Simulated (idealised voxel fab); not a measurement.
process module | voxel self aligned vias
cross-section cut | 275 nm wide | cells 5 nm
A cross-section is a grid of square cells, given in bands from the top down. A band is one or more rows of cells.
Each band's line starts with the height of the band's top and of its bottom, in nm. Then come its materials from left to right, each with its width in nm. One material with "throughout" fills the band from edge to edge. "air" is empty space.
Height 0 is the level under which the wafer as received is all one material. The lowest band goes on downwards, as in "0 down".
A width such as "30 to 40" changes by the same amount from each row of cells to the next, from the band's top row to its bottom row.
"no change" after a step means that no cell of the cross-section changed.
closed voids: empty space of 8 cells or more with no open way to the top, each as width x height at its distance from the left edge, in nm
after a step's settings: what the simulator itself notes on the step
overlay nm, on a step with a mask: how far to the right of its planned place the mask lay; to the left if negative
plan
1 op RECEIVE | material Si
2 op CONFORMAL_DEP | material SiO2 | thk nm 15
3 op CONFORMAL_DEP | material SiCN | thk nm 5
4 op DIRECTIONAL_DEP | material SiO2 | thk nm 25
5 op DIRECTIONAL_DEP | material aC | thk nm 15
6 op PATTERN | tone open | mask id LINES | material resist | width nm 30 | pitch nm 70 | thk nm 30 | overlay nm 0
7 op DIRECTIONAL_ETCH | etch materials aC | depth nm 15
8 op STRIP | etch materials resist
9 op DIRECTIONAL_ETCH | etch materials SiO2 | depth nm 25
10 op STRIP | etch materials aC
11 op CONFORMAL_DEP | material TiN | thk nm 5
12 op FILL_DEP | material W | thk nm 5
13 op CMP | height nm 45
14 op SELECTIVE_ETCH | etch materials W Ru TiN | depth nm 10
15 op FILL_DEP | material SiN | thk nm 10
16 op CMP | height nm 45
17 op DIRECTIONAL_DEP | material SiO2 | thk nm 15
18 op PATTERN | tone open | mask id VIAS | material resist | width nm 40 | pitch nm 70 | thk nm 15 | overlay nm 0
19 op DIRECTIONAL_ETCH | etch materials SiO2 | depth nm 15
20 op DIRECTIONAL_ETCH | etch materials SiN | depth nm 10
21 op STRIP | etch materials resist
22 op CONFORMAL_DEP | material TiN | thk nm 5
23 op FILL_DEP | material Cu | thk nm 10
24 op CMP | height nm 60
25 op CONFORMAL_DEP | material SiCN | thk nm 5
as received, after step 1
  0 down: Si throughout
  closed voids: none
first wafer at the end, as planned
  65 to 60: SiCN throughout
  60 to 50: SiO2 80 | TiN 5 | Cu 30 | TiN 5 | SiO2 30 | TiN 5 | Cu 30 | TiN 5 | SiO2 85
  50 to 40: SiO2 80 to 85 | TiN 10 to 5 | Cu 20 | TiN 10 to 5 | SiO2 30 to 40 | TiN 10 to 5 | Cu 20 | TiN 10 to 5 | SiO2 85 to 90
  40 to 35: SiO2 85 | TiN 30 | SiO2 40 | TiN 30 | SiO2 90
  35 to 25: SiO2 85 | TiN 5 | W 20 | TiN 5 | SiO2 40 | TiN 5 | W 20 | TiN 5 | SiO2 90
  25 to 20: SiO2 85 | TiN 30 | SiO2 40 | TiN 30 | SiO2 90
  20 to 15: SiCN throughout
  15 to 0: SiO2 throughout
  0 down: Si throughout
  closed voids: none
second wafer at the end: like start, like plan, one mistake
  65 to 60: SiCN throughout
  60 to 40: SiO2 80 | TiN 5 | Cu 30 | TiN 5 | SiO2 30 | TiN 5 | Cu 30 | TiN 5 | SiO2 85
  40 to 35: SiO2 80 | TiN 40 | SiO2 30 | TiN 40 | SiO2 85
  35 to 25: SiO2 80 to 85 | TiN 10 to 5 | W 20 | TiN 10 to 5 | SiO2 30 to 40 | TiN 10 to 5 | W 20 | TiN 10 to 5 | SiO2 85 to 90
  25 to 20: SiO2 85 | TiN 30 | SiO2 40 | TiN 30 | SiO2 90
  20 to 15: SiCN throughout
  15 to 0: SiO2 throughout
  0 down: Si throughout
  closed voids: none
what went wrong: step 19 was run twice
at the end the second wafer has, in cells: 8 more of Cu | 12 fewer of SiO2 | 4 more of TiN
